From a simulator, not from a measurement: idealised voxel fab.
Documented hereafter: the process module known as voxel transistor to metal.
The figure presents cross-section cut, which has a width of 185 nm and is divided into square cells with an edge length of 5 nm.
In this document a cross-section is written as a grid of square cells. It is given as a series of bands, listed from the top down, and a band is one or more rows of cells. Read a band's entry like this: the first values are the height of its top and the height of its bottom in nm, and what follows is the sequence of materials from left to right, each with its width in nm. Note that "air" is empty space, and that a single material marked "everywhere" reaches across the band from edge to edge. Height datum 0, below which the as-received substrate wafer is one material. Lowest band open at the bottom, running downward: "0 -> down". Top row gets the first number, bottom row gets the second, and each row in between changes by the same step: that is how a band width like "30 to 40" works. It should be understood that the words "no modifications", when stated for a given step, signify that the cross-section underwent no change in any of its cells during that step. Fully closed voids: empty space of 8 cells or more with no open way to the top, each as width x height at its distance from the left edge, in nm. Post-settings text on a step line: simulator's own remark regarding the step. overlay nm: for a step with a mask, the amount by which the mask lay right of where it was planned; a negative amount means left of it. For the reader: what remains of this document is a series of pairs, each showing a cross-section before one process step and a cross-section after that step which reaches down only to the lowest band that changed, with the step between them and its settings set out under the pair. It should not be assumed that a pair continues from the pair above it; the pairs can come from different runs of this module on the same starting wafer, and such continuity exists only where the entry headed "Ahead of processing" says so.

Ahead of processing
> 0 -> down  Si everywhere
> Fully closed voids: none

Resulting Cross-Section
> 0 -> -5  SiO2 everywhere
> Everything below -5 is unchanged.
> Fully closed voids: none
Step sandwiched between the two cross-sections above: OXIDIZE, depth nm 5

Ahead of processing: the state before this step is the cross-section shown after the step in the pair just above.

Resulting Cross-Section
> 15 -> 0  SiN everywhere
> Everything below 0 is unchanged.
> Fully closed voids: none
Step sandwiched between the two cross-sections above: CONFORMAL_DEP, material SiN, thk nm 15

Ahead of processing: the state before this step is the cross-section shown after the step in the pair just above.

Resulting Cross-Section
> 25 -> 15  aC everywhere
> Everything below 15 is unchanged.
> Fully closed voids: none
Step sandwiched between the two cross-sections above: DIRECTIONAL_DEP, material aC, thk nm 10

Ahead of processing: the state before this step is the cross-section shown after the step in the pair just above.

Resulting Cross-Section
> 55 -> 25  air 40 nm | resist 105 nm | air 40 nm
> Everything below 25 is unchanged.
> Fully closed voids: none
Step sandwiched between the two cross-sections above: PATTERN, tone cover, mask id ACTIVE, material resist, width nm 105, thk nm 30, overlay nm 0

Ahead of processing: the state before this step is the cross-section shown after the step in the pair just above.

Resulting Cross-Section
> 45 -> 25  air 40 nm | resist 105 nm | air 40 nm
> 25 -> 15  air 40 nm | aC 105 nm | air 40 nm
> Everything below 15 is unchanged.
> Fully closed voids: none
Step sandwiched between the two cross-sections above: DIRECTIONAL_ETCH, etch materials aC, depth nm 10

Ahead of processing: the state before this step is the cross-section shown after the step in the pair just above.

Resulting Cross-Section
> 25 -> 15  air 40 nm | aC 105 nm | air 40 nm
> Everything below 15 is unchanged.
> Fully closed voids: none
Step sandwiched between the two cross-sections above: STRIP, etch materials resist

Ahead of processing: the state before this step is the cross-section shown after the step in the pair just above.

Resulting Cross-Section
> 25 -> 15  air 40 nm | aC 105 nm | air 40 nm
> 15 -> 0  air 40 nm | SiN 105 nm | air 40 nm
> Everything below 0 is unchanged.
> Fully closed voids: none
Step sandwiched between the two cross-sections above: DIRECTIONAL_ETCH, etch materials SiN, depth nm 15

Ahead of processing: the state before this step is the cross-section shown after the step in the pair just above.

Resulting Cross-Section
> 25 -> 15  air 40 nm | aC 105 nm | air 40 nm
> 15 -> 0  air 40 nm | SiN 105 nm | air 40 nm
> 0 -> -5  air 40 nm | SiO2 105 nm | air 40 nm
> Everything below -5 is unchanged.
> Fully closed voids: none
Step sandwiched between the two cross-sections above: DIRECTIONAL_ETCH, etch materials SiO2, depth nm 5

Ahead of processing: the state before this step is the cross-section shown after the step in the pair just above.

Resulting Cross-Section
> 25 -> 15  air 40 nm | aC 105 nm | air 40 nm
> 15 -> 0  air 40 nm | SiN 105 nm | air 40 nm
> 0 -> -5  air 40 nm | SiO2 105 nm | air 40 nm
> -5 -> -40  air 40 nm | Si 105 nm | air 40 nm
> Everything below -40 is unchanged.
> Fully closed voids: none
Step sandwiched between the two cross-sections above: DIRECTIONAL_ETCH, etch materials Si, depth nm 35

Ahead of processing: the state before this step is the cross-section shown after the step in the pair just above.

Resulting Cross-Section
> 15 -> 0  air 40 nm | SiN 105 nm | air 40 nm
> Everything below 0 is unchanged.
> Fully closed voids: none
Step sandwiched between the two cross-sections above: STRIP, etch materials aC

Ahead of processing: the state before this step is the cross-section shown after the step in the pair just above.

Resulting Cross-Section
> 25 -> 15  SiO2 everywhere
> 15 -> 0  SiO2 40 nm | SiN 105 nm | SiO2 40 nm
> 0 -> -5  SiO2 everywhere
> -5 -> -40  SiO2 40 nm | Si 105 nm | SiO2 40 nm
> Everything below -40 is unchanged.
> Fully closed voids: none
Step sandwiched between the two cross-sections above: FILL_DEP, material SiO2, thk nm 10

Ahead of processing: the state before this step is the cross-section shown after the step in the pair just above.

Resulting Cross-Section
> 15 -> 0  SiO2 40 nm | SiN 105 nm | SiO2 40 nm
> Everything below 0 is unchanged.
> Fully closed voids: none
Step sandwiched between the two cross-sections above: CMP, height nm 15

Ahead of processing: the state before this step is the cross-section shown after the step in the pair just above.

Resulting Cross-Section
> 15 -> 5  air 40 nm | SiN 105 nm | air 40 nm
> Everything below 5 is unchanged.
> Fully closed voids: none
Step sandwiched between the two cross-sections above: SELECTIVE_ETCH, etch materials SiO2, depth nm 10

Ahead of processing: the state before this step is the cross-section shown after the step in the pair just above.

Resulting Cross-Section
> 5 -> 0  SiO2 40 nm | air 105 nm | SiO2 40 nm
> Everything below 0 is unchanged.
> Fully closed voids: none
Step sandwiched between the two cross-sections above: STRIP, etch materials SiN

Ahead of processing: the state before this step is the cross-section shown after the step in the pair just above.

Resulting Cross-Section
> 0 -> -5  SiO2 35 nm | air 115 nm | SiO2 35 nm
> Everything below -5 is unchanged.
> Fully closed voids: none
Step sandwiched between the two cross-sections above: SELECTIVE_ETCH, etch materials SiO2, depth nm 5

Ahead of processing: the state before this step is the cross-section shown after the step in the pair just above.

Resulting Cross-Section
> 0 -> -5  SiO2 35 nm | air 115 nm | SiO2 35 nm
> -5 -> -10  SiO2 everywhere
> Everything below -10 is unchanged.
> Fully closed voids: none
Step sandwiched between the two cross-sections above: OXIDIZE, depth nm 5

Ahead of processing: the state before this step is the cross-section shown after the step in the pair just above.

Resulting Cross-Section
> 20 -> 15  polySi 35 nm | air 115 nm | polySi 35 nm
> 15 -> 0  polySi everywhere
> 0 -> -5  SiO2 35 nm | polySi 115 nm | SiO2 35 nm
> Everything below -5 is unchanged.
> Fully closed voids: none
Step sandwiched between the two cross-sections above: DIRECTIONAL_DEP, material polySi, thk nm 20

Ahead of processing: the state before this step is the cross-section shown after the step in the pair just above.

Resulting Cross-Section
> 30 -> 25  SiCN 35 nm | air 115 nm | SiCN 35 nm
> 25 -> 20  SiCN everywhere
> 20 -> 15  polySi 35 nm | SiCN 115 nm | polySi 35 nm
> Everything below 15 is unchanged.
> Fully closed voids: none
Step sandwiched between the two cross-sections above: DIRECTIONAL_DEP, material SiCN, thk nm 10

Ahead of processing: the state before this step is the cross-section shown after the step in the pair just above.

Resulting Cross-Section
> 25 -> 20  air 80 nm | SiCN 25 nm | air 80 nm
> 20 -> 15  polySi 35 nm | air 45 nm | SiCN 25 nm | air 45 nm | polySi 35 nm
> Everything below 15 is unchanged.
> Fully closed voids: none
Step sandwiched between the two cross-sections above: MASKED_ETCH, tone cover, mask id GATE, width nm 25, etch materials SiCN, depth nm 20, overlay nm 0

Ahead of processing: the state before this step is the cross-section shown after the step in the pair just above.

Resulting Cross-Section
> 25 -> 15  air 80 nm | SiCN 25 nm | air 80 nm
> 15 -> 0  air 80 nm | polySi 25 nm | air 80 nm
> 0 -> -5  SiO2 35 nm | air 45 nm | polySi 25 nm | air 45 nm | SiO2 35 nm
> Everything below -5 is unchanged.
> Fully closed voids: none
Step sandwiched between the two cross-sections above: MASKED_ETCH, tone cover, mask id GATE, width nm 25, etch materials polySi, depth nm 30, overlay nm 0

Ahead of processing: the state before this step is the cross-section shown after the step in the pair just above.

Resulting Cross-Section
> 30 -> 25  air 75 nm | SiN 35 nm | air 75 nm
> 25 -> 15  air 75 nm | SiN 5 nm | SiCN 25 nm | SiN 5 nm | air 75 nm
> 15 -> 5  air 75 nm | SiN 5 nm | polySi 25 nm | SiN 5 nm | air 75 nm
> 5 -> 0  SiN 40 nm | air 35 nm | SiN 5 nm | polySi 25 nm | SiN 5 nm | air 35 nm | SiN 40 nm
> 0 -> -5  SiO2 35 nm | SiN 45 nm | polySi 25 nm | SiN 45 nm | SiO2 35 nm
> Everything below -5 is unchanged.
> Fully closed voids: none
Step sandwiched between the two cross-sections above: CONFORMAL_DEP, material SiN, thk nm 5

Ahead of processing: the state before this step is the cross-section shown after the step in the pair just above.

Resulting Cross-Section
> 25 -> 15  air 75 nm | SiN 5 nm | SiCN 25 nm | SiN 5 nm | air 75 nm
> 15 -> 0  air 75 nm | SiN 5 nm | polySi 25 nm | SiN 5 nm | air 75 nm
> 0 -> -5  SiO2 35 nm | SiN 5 nm | air 35 nm | SiN 5 nm | polySi 25 nm | SiN 5 nm | air 35 nm | SiN 5 nm | SiO2 35 nm
> Everything below -5 is unchanged.
> Fully closed voids: none
Step sandwiched between the two cross-sections above: DIRECTIONAL_ETCH, etch materials SiN, depth nm 5

Ahead of processing: the state before this step is the cross-section shown after the step in the pair just above.

Resulting Cross-Section
> 25 -> 15  air 75 nm | SiN 5 nm | SiCN 25 nm | SiN 5 nm | air 75 nm
> 15 -> 0  air 75 nm | SiN 5 nm | polySi 25 nm | SiN 5 nm | air 75 nm
> 0 -> -5  air 35 nm | SiN 5 nm | air 35 nm | SiN 5 nm | polySi 25 nm | SiN 5 nm | air 35 nm | SiN 5 nm | air 35 nm
> -5 -> -10  SiO2 40 nm | air 35 nm | SiO2 35 nm | air 35 nm | SiO2 40 nm
> Everything below -10 is unchanged.
> Fully closed voids: none
Step sandwiched between the two cross-sections above: DIRECTIONAL_ETCH, etch materials SiO2, depth nm 5

Ahead of processing: the state before this step is the cross-section shown after the step in the pair just above.

Resulting Cross-Section
> 25 -> 15  air 75 nm | SiN 5 nm | SiCN 25 nm | SiN 5 nm | air 75 nm
> 15 -> 0  air 75 nm | SiN 5 nm | polySi 25 nm | SiN 5 nm | air 75 nm
> 0 -> -5  air 35 nm | SiN 5 nm | air 35 nm | SiN 5 nm | polySi 25 nm | SiN 5 nm | air 35 nm | SiN 5 nm | air 35 nm
> -5 -> -10  SiO2 40 nm | air 35 nm | SiO2 35 nm | air 35 nm | SiO2 40 nm
> -10 -> -20  SiO2 40 nm | air 35 nm | Si 35 nm | air 35 nm | SiO2 40 nm
> Everything below -20 is unchanged.
> Fully closed voids: none
Step sandwiched between the two cross-sections above: DIRECTIONAL_ETCH, etch materials Si, depth nm 10

Ahead of processing: the state before this step is the cross-section shown after the step in the pair just above.

Resulting Cross-Section
> 25 -> 15  air 75 nm | SiN 5 nm | SiCN 25 nm | SiN 5 nm | air 75 nm
> 15 -> 0  air 75 nm | SiN 5 nm | polySi 25 nm | SiN 5 nm | air 75 nm
> 0 -> -5  air 35 nm | SiN 5 nm | air 25 nm | pSi 10 nm | SiN 5 nm | polySi 25 nm | SiN 5 nm | pSi 10 nm | air 25 nm | SiN 5 nm | air 35 nm
> -5 -> -10  SiO2 40 nm | air 25 nm | pSi 10 nm | SiO2 35 nm | pSi 10 nm | air 25 nm | SiO2 40 nm
> -10 -> -20  SiO2 40 nm | pSi 35 nm | Si 35 nm | pSi 35 nm | SiO2 40 nm
> Everything below -20 is unchanged.
> Fully closed voids: none
Step sandwiched between the two cross-sections above: EPI, material pSi, thk nm 10

Ahead of processing: the state before this step is the cross-section shown after the step in the pair just above.

Resulting Cross-Section
> 35 -> 25  SiO2 everywhere
> 25 -> 15  SiO2 75 nm | SiN 5 nm | SiCN 25 nm | SiN 5 nm | SiO2 75 nm
> 15 -> 0  SiO2 75 nm | SiN 5 nm | polySi 25 nm | SiN 5 nm | SiO2 75 nm
> 0 -> -5  SiO2 35 nm | SiN 5 nm | SiO2 25 nm | pSi 10 nm | SiN 5 nm | polySi 25 nm | SiN 5 nm | pSi 10 nm | SiO2 25 nm | SiN 5 nm | SiO2 35 nm
> -5 -> -10  SiO2 65 nm | pSi 10 nm | SiO2 35 nm | pSi 10 nm | SiO2 65 nm
> Everything below -10 is unchanged.
> Fully closed voids: none
Step sandwiched between the two cross-sections above: FILL_DEP, material SiO2, thk nm 10

Ahead of processing: the state before this step is the cross-section shown after the step in the pair just above.

Resulting Cross-Section
> 25 -> 15  SiO2 75 nm | SiN 5 nm | SiCN 25 nm | SiN 5 nm | SiO2 75 nm
> Everything below 15 is unchanged.
> Fully closed voids: none
Step sandwiched between the two cross-sections above: CMP, height nm 25

Ahead of processing: the state before this step is the cross-section shown after the step in the pair just above.

Resulting Cross-Section
> 35 -> 25  SiO2 everywhere
> Everything below 25 is unchanged.
> Fully closed voids: none
Step sandwiched between the two cross-sections above: DIRECTIONAL_DEP, material SiO2, thk nm 10

Ahead of processing: the state before this step is the cross-section shown after the step in the pair just above.

Resulting Cross-Section
> 50 -> 35  resist 45 nm | air 30 nm | resist 35 nm | air 30 nm | resist 45 nm
> Everything below 35 is unchanged.
> Fully closed voids: none
Step sandwiched between the two cross-sections above: PATTERN, tone open, mask id CONTACT, material resist, width nm 30, pitch nm 65, thk nm 15, overlay nm 0

Ahead of processing: the state before this step is the cross-section shown after the step in the pair just above.

Resulting Cross-Section
> 50 -> 35  resist 45 nm | air 30 nm | resist 35 nm | air 30 nm | resist 45 nm
> 35 -> 25  SiO2 45 nm | air 30 nm | SiO2 35 nm | air 30 nm | SiO2 45 nm
> 25 -> 15  SiO2 45 nm | air 30 nm | SiN 5 nm | SiCN 25 nm | SiN 5 nm | air 30 nm | SiO2 45 nm
> 15 -> 0  SiO2 45 nm | air 30 nm | SiN 5 nm | polySi 25 nm | SiN 5 nm | air 30 nm | SiO2 45 nm
> 0 -> -5  SiO2 35 nm | SiN 5 nm | SiO2 5 nm | air 20 nm | pSi 10 nm | SiN 5 nm | polySi 25 nm | SiN 5 nm | pSi 10 nm | air 20 nm | SiO2 5 nm | SiN 5 nm | SiO2 35 nm
> -5 -> -10  SiO2 45 nm | air 20 nm | pSi 10 nm | SiO2 35 nm | pSi 10 nm | air 20 nm | SiO2 45 nm
> Everything below -10 is unchanged.
> Fully closed voids: none
Step sandwiched between the two cross-sections above: DIRECTIONAL_ETCH, etch materials SiO2, depth nm 45

Ahead of processing: the state before this step is the cross-section shown after the step in the pair just above.

Resulting Cross-Section
> 35 -> 25  SiO2 45 nm | air 30 nm | SiO2 35 nm | air 30 nm | SiO2 45 nm
> Everything below 25 is unchanged.
> Fully closed voids: none
Step sandwiched between the two cross-sections above: STRIP, etch materials resist

Ahead of processing: the state before this step is the cross-section shown after the step in the pair just above.

Resulting Cross-Section
> 40 -> 35  TiN 50 nm | air 20 nm | TiN 45 nm | air 20 nm | TiN 50 nm
> 35 -> 25  SiO2 45 nm | TiN 5 nm | air 20 nm | TiN 5 nm | SiO2 35 nm | TiN 5 nm | air 20 nm | TiN 5 nm | SiO2 45 nm
> 25 -> 15  SiO2 45 nm | TiN 5 nm | air 20 nm | TiN 5 nm | SiN 5 nm | SiCN 25 nm | SiN 5 nm | TiN 5 nm | air 20 nm | TiN 5 nm | SiO2 45 nm
> 15 -> 5  SiO2 45 nm | TiN 5 nm | air 20 nm | TiN 5 nm | SiN 5 nm | polySi 25 nm | SiN 5 nm | TiN 5 nm | air 20 nm | TiN 5 nm | SiO2 45 nm
> 5 -> 0  SiO2 45 nm | TiN 5 nm | air 10 nm | TiN 15 nm | SiN 5 nm | polySi 25 nm | SiN 5 nm | TiN 15 nm | air 10 nm | TiN 5 nm | SiO2 45 nm
> 0 -> -5  SiO2 35 nm | SiN 5 nm | SiO2 5 nm | TiN 5 nm | air 10 nm | TiN 5 nm | pSi 10 nm | SiN 5 nm | polySi 25 nm | SiN 5 nm | pSi 10 nm | TiN 5 nm | air 10 nm | TiN 5 nm | SiO2 5 nm | SiN 5 nm | SiO2 35 nm
> -5 -> -10  SiO2 45 nm | TiN 20 nm | pSi 10 nm | SiO2 35 nm | pSi 10 nm | TiN 20 nm | SiO2 45 nm
> Everything below -10 is unchanged.
> Fully closed voids: none
Step sandwiched between the two cross-sections above: CONFORMAL_DEP, material TiN, thk nm 5

Ahead of processing: the state before this step is the cross-section shown after the step in the pair just above.

Resulting Cross-Section
> 50 -> 40  Ru everywhere
> 40 -> 35  TiN 50 nm | Ru 20 nm | TiN 45 nm | Ru 20 nm | TiN 50 nm
> 35 -> 25  SiO2 45 nm | TiN 5 nm | Ru 20 nm | TiN 5 nm | SiO2 35 nm | TiN 5 nm | Ru 20 nm | TiN 5 nm | SiO2 45 nm
> 25 -> 15  SiO2 45 nm | TiN 5 nm | Ru 20 nm | TiN 5 nm | SiN 5 nm | SiCN 25 nm | SiN 5 nm | TiN 5 nm | Ru 20 nm | TiN 5 nm | SiO2 45 nm
> 15 -> 5  SiO2 45 nm | TiN 5 nm | Ru 20 nm | TiN 5 nm | SiN 5 nm | polySi 25 nm | SiN 5 nm | TiN 5 nm | Ru 20 nm | TiN 5 nm | SiO2 45 nm
> 5 -> 0  SiO2 45 nm | TiN 5 nm | Ru 10 nm | TiN 15 nm | SiN 5 nm | polySi 25 nm | SiN 5 nm | TiN 15 nm | Ru 10 nm | TiN 5 nm | SiO2 45 nm
> 0 -> -5  SiO2 35 nm | SiN 5 nm | SiO2 5 nm | TiN 5 nm | Ru 10 nm | TiN 5 nm | pSi 10 nm | SiN 5 nm | polySi 25 nm | SiN 5 nm | pSi 10 nm | TiN 5 nm | Ru 10 nm | TiN 5 nm | SiO2 5 nm | SiN 5 nm | SiO2 35 nm
> Everything below -5 is unchanged.
> Fully closed voids: none
Step sandwiched between the two cross-sections above: FILL_DEP, material Ru, thk nm 10

Ahead of processing: the state before this step is the cross-section shown after the step in the pair just above.

Resulting Cross-Section
> 35 -> 25  SiO2 45 nm | TiN 5 nm | Ru 20 nm | TiN 5 nm | SiO2 35 nm | TiN 5 nm | Ru 20 nm | TiN 5 nm | SiO2 45 nm
> Everything below 25 is unchanged.
> Fully closed voids: none
Step sandwiched between the two cross-sections above: CMP, height nm 35

Ahead of processing: the state before this step is the cross-section shown after the step in the pair just above.

Resulting Cross-Section
> 40 -> 35  TiN everywhere
> Everything below 35 is unchanged.
> Fully closed voids: none
Step sandwiched between the two cross-sections above: DIRECTIONAL_DEP, material TiN, thk nm 5

Ahead of processing: the state before this step is the cross-section shown after the step in the pair just above.

Resulting Cross-Section
> 60 -> 40  W everywhere
> Everything below 40 is unchanged.
> Fully closed voids: none
Step sandwiched between the two cross-sections above: DIRECTIONAL_DEP, material W, thk nm 20

Ahead of processing: the state before this step is the cross-section shown after the step in the pair just above.

Resulting Cross-Section
> 75 -> 60  aC everywhere
> Everything below 60 is unchanged.
> Fully closed voids: none
Step sandwiched between the two cross-sections above: DIRECTIONAL_DEP, material aC, thk nm 15

Ahead of processing: the state before this step is the cross-section shown after the step in the pair just above.

Resulting Cross-Section
> 110 -> 75  air 45 nm | resist 15 nm | air 65 nm | resist 15 nm | air 45 nm
> Everything below 75 is unchanged.
> Fully closed voids: none
Step sandwiched between the two cross-sections above: PATTERN, tone cover, mask id METAL_1, material resist, width nm 15, pitch nm 80, thk nm 35, overlay nm 0

Ahead of processing: the state before this step is the cross-section shown after the step in the pair just above.

Resulting Cross-Section
> 95 -> 75  air 45 nm | resist 15 nm | air 65 nm | resist 15 nm | air 45 nm
> 75 -> 60  air 45 nm | aC 15 nm | air 65 nm | aC 15 nm | air 45 nm
> Everything below 60 is unchanged.
> Fully closed voids: none
Step sandwiched between the two cross-sections above: DIRECTIONAL_ETCH, etch materials aC, depth nm 15

Ahead of processing: the state before this step is the cross-section shown after the step in the pair just above.

Resulting Cross-Section
> 75 -> 60  air 45 nm | aC 15 nm | air 65 nm | aC 15 nm | air 45 nm
> Everything below 60 is unchanged.
> Fully closed voids: none
Step sandwiched between the two cross-sections above: STRIP, etch materials resist

Ahead of processing: the state before this step is the cross-section shown after the step in the pair just above.

Resulting Cross-Section
> 75 -> 60  air 45 nm | aC 15 nm | air 65 nm | aC 15 nm | air 45 nm
> 60 -> 40  air 45 nm | W 15 nm | air 65 nm | W 15 nm | air 45 nm
> Everything below 40 is unchanged.
> Fully closed voids: none
Step sandwiched between the two cross-sections above: DIRECTIONAL_ETCH, etch materials W, depth nm 20

Ahead of processing: the state before this step is the cross-section shown after the step in the pair just above.

Resulting Cross-Section
> 75 -> 60  air 45 nm | aC 15 nm | air 65 nm | aC 15 nm | air 45 nm
> 60 -> 40  air 45 nm | W 15 nm | air 65 nm | W 15 nm | air 45 nm
> 40 -> 35  air 45 nm | TiN 15 nm | air 65 nm | TiN 15 nm | air 45 nm
> Everything below 35 is unchanged.
> Fully closed voids: none
Step sandwiched between the two cross-sections above: DIRECTIONAL_ETCH, etch materials TiN, depth nm 5

Ahead of processing: the state before this step is the cross-section shown after the step in the pair just above.

Resulting Cross-Section
> 60 -> 40  air 45 nm | W 15 nm | air 65 nm | W 15 nm | air 45 nm
> Everything below 40 is unchanged.
> Fully closed voids: none
Step sandwiched between the two cross-sections above: STRIP, etch materials aC

Ahead of processing: the state before this step is the cross-section shown after the step in the pair just above.

Resulting Cross-Section
> 70 -> 60  SiO2 everywhere
> 60 -> 40  SiO2 45 nm | W 15 nm | SiO2 65 nm | W 15 nm | SiO2 45 nm
> 40 -> 35  SiO2 45 nm | TiN 15 nm | SiO2 65 nm | TiN 15 nm | SiO2 45 nm
> Everything below 35 is unchanged.
> Fully closed voids: none
Step sandwiched between the two cross-sections above: FILL_DEP, material SiO2, thk nm 10

Ahead of processing: the state before this step is the cross-section shown after the step in the pair just above.

Resulting Cross-Section
> 60 -> 40  SiO2 45 nm | W 15 nm | SiO2 65 nm | W 15 nm | SiO2 45 nm
> Everything below 40 is unchanged.
> Fully closed voids: none
Step sandwiched between the two cross-sections above: CMP, height nm 60

Ahead of processing: the state before this step is the cross-section shown after the step in the pair just above.

Resulting Cross-Section
> 65 -> 60  SiCN everywhere
> Everything below 60 is unchanged.
> Fully closed voids: none
Step sandwiched between the two cross-sections above: CONFORMAL_DEP, material SiCN, thk nm 5

Ahead of processing: the state before this step is the cross-section shown after the step in the pair just above.

Resulting Cross-Section
> 95 -> 65  lowk everywhere
> Everything below 65 is unchanged.
> Fully closed voids: none
Step sandwiched between the two cross-sections above: DIRECTIONAL_DEP, material lowk, thk nm 30

Ahead of processing: the state before this step is the cross-section shown after the step in the pair just above.

Resulting Cross-Section
> 105 -> 95  aC everywhere
> Everything below 95 is unchanged.
> Fully closed voids: none
Step sandwiched between the two cross-sections above: DIRECTIONAL_DEP, material aC, thk nm 10

Ahead of processing: the state before this step is the cross-section shown after the step in the pair just above.

Resulting Cross-Section
> 130 -> 105  resist 45 nm | air 15 nm | resist 65 nm | air 15 nm | resist 45 nm
> Everything below 105 is unchanged.
> Fully closed voids: none
Step sandwiched between the two cross-sections above: PATTERN, tone open, mask id METAL_2, material resist, width nm 15, pitch nm 80, thk nm 25, overlay nm 0

Ahead of processing: the state before this step is the cross-section shown after the step in the pair just above.

Resulting Cross-Section
> 120 -> 105  resist 45 nm | air 15 nm | resist 65 nm | air 15 nm | resist 45 nm
> 105 -> 95  aC 45 nm | air 15 nm | aC 65 nm | air 15 nm | aC 45 nm
> Everything below 95 is unchanged.
> Fully closed voids: none
Step sandwiched between the two cross-sections above: DIRECTIONAL_ETCH, etch materials aC, depth nm 10

Ahead of processing: the state before this step is the cross-section shown after the step in the pair just above.

Resulting Cross-Section
> 105 -> 95  aC 45 nm | air 15 nm | aC 65 nm | air 15 nm | aC 45 nm
> Everything below 95 is unchanged.
> Fully closed voids: none
Step sandwiched between the two cross-sections above: STRIP, etch materials resist

Ahead of processing: the state before this step is the cross-section shown after the step in the pair just above.

Resulting Cross-Section
> 105 -> 95  aC 45 nm | air 15 nm | aC 65 nm | air 15 nm | aC 45 nm
> 95 -> 80  lowk 45 nm | air 15 nm | lowk 65 nm | air 15 nm | lowk 45 nm
> Everything below 80 is unchanged.
> Fully closed voids: none
Step sandwiched between the two cross-sections above: DIRECTIONAL_ETCH, etch materials lowk, depth nm 15

Ahead of processing: the state before this step is the cross-section shown after the step in the pair just above.

Resulting Cross-Section
> 95 -> 80  lowk 45 nm | air 15 nm | lowk 65 nm | air 15 nm | lowk 45 nm
> Everything below 80 is unchanged.
> Fully closed voids: none
Step sandwiched between the two cross-sections above: STRIP, etch materials aC

Ahead of processing: the state before this step is the cross-section shown after the step in the pair just above.

Resulting Cross-Section
> 105 -> 95  aC 45 nm | air 15 nm | aC 65 nm | air 15 nm | aC 45 nm
> 95 -> 90  lowk 45 nm | air 15 nm | lowk 65 nm | air 15 nm | lowk 45 nm
> 90 -> 80  lowk 45 nm | aC 15 nm | lowk 65 nm | aC 15 nm | lowk 45 nm
> Everything below 80 is unchanged.
> Fully closed voids: none
Step sandwiched between the two cross-sections above: DIRECTIONAL_DEP, material aC, thk nm 10

Ahead of processing: the state before this step is the cross-section shown after the step in the pair just above.

Resulting Cross-Section
> 130 -> 105  resist 45 nm | air 15 nm | resist 65 nm | air 15 nm | resist 45 nm
> Everything below 105 is unchanged.
> Fully closed voids: none
Step sandwiched between the two cross-sections above: PATTERN, tone open, mask id METAL_2_HOLES, material resist, width nm 15, pitch nm 80, thk nm 25, overlay nm 0

Ahead of processing: the state before this step is the cross-section shown after the step in the pair just above.

Resulting Cross-Section
> 120 -> 105  resist 45 nm | air 15 nm | resist 65 nm | air 15 nm | resist 45 nm
> 105 -> 95  aC 45 nm | air 15 nm | aC 65 nm | air 15 nm | aC 45 nm
> 95 -> 80  lowk 45 nm | air 15 nm | lowk 65 nm | air 15 nm | lowk 45 nm
> Everything below 80 is unchanged.
> Fully closed voids: none
Step sandwiched between the two cross-sections above: DIRECTIONAL_ETCH, etch materials aC, depth nm 10

Ahead of processing: the state before this step is the cross-section shown after the step in the pair just above.

Resulting Cross-Section
> 105 -> 95  aC 45 nm | air 15 nm | aC 65 nm | air 15 nm | aC 45 nm
> Everything below 95 is unchanged.
> Fully closed voids: none
Step sandwiched between the two cross-sections above: STRIP, etch materials resist

Ahead of processing: the state before this step is the cross-section shown after the step in the pair just above.

Resulting Cross-Section
> 105 -> 95  aC 45 nm | air 15 nm | aC 65 nm | air 15 nm | aC 45 nm
> 95 -> 65  lowk 45 nm | air 15 nm | lowk 65 nm | air 15 nm | lowk 45 nm
> Everything below 65 is unchanged.
> Fully closed voids: none
Step sandwiched between the two cross-sections above: DIRECTIONAL_ETCH, etch materials lowk, depth nm 15

Ahead of processing: the state before this step is the cross-section shown after the step in the pair just above.

Resulting Cross-Section
> 105 -> 95  aC 45 nm | air 15 nm | aC 65 nm | air 15 nm | aC 45 nm
> 95 -> 65  lowk 45 nm | air 15 nm | lowk 65 nm | air 15 nm | lowk 45 nm
> 65 -> 60  SiCN 45 nm | air 15 nm | SiCN 65 nm | air 15 nm | SiCN 45 nm
> Everything below 60 is unchanged.
> Fully closed voids: none
Step sandwiched between the two cross-sections above: DIRECTIONAL_ETCH, etch materials SiCN, depth nm 5

Ahead of processing: the state before this step is the cross-section shown after the step in the pair just above.

Resulting Cross-Section
> 95 -> 65  lowk 45 nm | air 15 nm | lowk 65 nm | air 15 nm | lowk 45 nm
> Everything below 65 is unchanged.
> Fully closed voids: none
Step sandwiched between the two cross-sections above: STRIP, etch materials aC

Ahead of processing: the state before this step is the cross-section shown after the step in the pair just above.

Resulting Cross-Section
> 100 -> 95  TiN 50 nm | air 5 nm | TiN 75 nm | air 5 nm | TiN 50 nm
> 95 -> 65  lowk 45 nm | TiN 5 nm | air 5 nm | TiN 5 nm | lowk 65 nm | TiN 5 nm | air 5 nm | TiN 5 nm | lowk 45 nm
> 65 -> 60  SiCN 45 nm | TiN 15 nm | SiCN 65 nm | TiN 15 nm | SiCN 45 nm
> Everything below 60 is unchanged.
> Fully closed voids: none
Step sandwiched between the two cross-sections above: CONFORMAL_DEP, material TiN, thk nm 5

Ahead of processing: the state before this step is the cross-section shown after the step in the pair just above.

Resulting Cross-Section
> 110 -> 100  Cu everywhere
> 100 -> 95  TiN 50 nm | Cu 5 nm | TiN 75 nm | Cu 5 nm | TiN 50 nm
> 95 -> 65  lowk 45 nm | TiN 5 nm | Cu 5 nm | TiN 5 nm | lowk 65 nm | TiN 5 nm | Cu 5 nm | TiN 5 nm | lowk 45 nm
> Everything below 65 is unchanged.
> Fully closed voids: none
Step sandwiched between the two cross-sections above: FILL_DEP, material Cu, thk nm 10

Ahead of processing: the state before this step is the cross-section shown after the step in the pair just above.

Resulting Cross-Section
> 95 -> 65  lowk 45 nm | TiN 5 nm | Cu 5 nm | TiN 5 nm | lowk 65 nm | TiN 5 nm | Cu 5 nm | TiN 5 nm | lowk 45 nm
> Everything below 65 is unchanged.
> Fully closed voids: none
Step sandwiched between the two cross-sections above: CMP, height nm 95

Ahead of processing: the state before this step is the cross-section shown after the step in the pair just above.

Resulting Cross-Section
> 100 -> 95  SiCN everywhere
> Everything below 95 is unchanged.
> Fully closed voids: none
Step sandwiched between the two cross-sections above: CONFORMAL_DEP, material SiCN, thk nm 5
